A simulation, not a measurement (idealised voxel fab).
Herein follows the process module entitled voxel ribs on slabs.
We display cut, a cross-section 145 nm in width whose square cells are each 5 nm.
A cross-section is written here as square cells arranged in a grid, and it is given in bands from the top down, each band taking up one or more rows of cells. For a band, the entry starts with two heights in nm, that of the top and then that of the bottom, and carries on with the band's materials in order from left to right, each alongside its width in nm; the word "throughout" beside a single material means it fills the band edge to edge, and "blank" means empty space. Height 0 is the level under which the wafer as received is all one material. The lowest band goes on downwards, as in "0..down". With a width like "30..40", each row of cells in the band differs from the next by the same amount, the top row carrying the first number and the bottom row the second. Where a step carries "remains unaltered", the cross-section came out of it unchanged, cell for cell. Closed empty spaces (no open way to the top) of 8 cells or more are what "Closed internal cavities" lists, each as width x height at distance from the left edge, nm for all three. What comes after the settings on a step's line is commentary from the simulator itself on that step. overlay nm: for a step with a mask, the amount by which the mask lay right of where it was planned; a negative amount means left of it.
Process steps (planned)
1,RECEIVE with material Si
2,DIRECTIONAL_DEP with material SiO2, thk nm 30
3,DIRECTIONAL_DEP with material polySi, thk nm 20
4,DIRECTIONAL_DEP with material aC, thk nm 15
5,PATTERN with tone cover, mask id RIB, material resist, width nm 30, thk nm 35, overlay nm 0
6,DIRECTIONAL_ETCH with etch materials aC, depth nm 15
7,STRIP with etch materials resist
8,DIRECTIONAL_ETCH with etch materials polySi, depth nm 15
9,STRIP with etch materials aC
10,PATTERN with tone cover, mask id SLAB, material resist, width nm 90, thk nm 15, overlay nm 0
11,DIRECTIONAL_ETCH with etch materials polySi, depth nm 5
12,STRIP with etch materials resist
13,FILL_DEP with material SiO2, thk nm 25
14,CMP with height nm 70
15,DIRECTIONAL_DEP with material TiN, thk nm 5
16,PATTERN with tone cover, mask id HEATER, material resist, width nm 40, thk nm 15, overlay nm 0
17,DIRECTIONAL_ETCH with etch materials TiN, depth nm 5
18,STRIP with etch materials resist
19,CONFORMAL_DEP with material SiO2, thk nm 10
Cross-section of the incoming wafer, state after step 1
    0..down: Si throughout
    Closed internal cavities: none
First of two wafers, end-of-module section, run followed plan
    85..80: blank (40) / SiO2 (60) / blank (45)
    80..75: SiO2 throughout
    75..70: SiO2 (50) / TiN (40) / SiO2 (55)
    70..50: SiO2 throughout
    50..35: SiO2 (55) / polySi (30) / SiO2 (60)
    35..30: SiO2 (25) / polySi (90) / SiO2 (30)
    30..0: SiO2 throughout
    0..down: Si throughout
    Closed internal cavities: none
Cross-sectional image of the second wafer of the two following completion of the module. Starting state and process plan were the same as for the first wafer; one execution error occurred
    85..80: blank (40) / SiO2 (60) / blank (45)
    80..75: SiO2 throughout
    75..70: SiO2 (50) / TiN (40) / SiO2 (55)
    70..50: SiO2 throughout
    50..45: SiO2 (25) / polySi (30) / SiO2 (30) / polySi (30) / SiO2 (30)
    45..35: polySi (55) / SiO2 (30) / polySi (60)
    35..30: polySi throughout
    30..0: SiO2 throughout
    0..down: Si throughout
    Closed internal cavities: none
The mistake made against the process plan was this: step 5 deviated from plan and actually ran as PATTERN with tone open, mask id RIB, material resist, width nm 30, thk nm 35, overlay nm 0
The final cell counts differ between the wafers, with the second having more or fewer of some materials than the first: SiO2: 51 fewer, polySi: 51 more
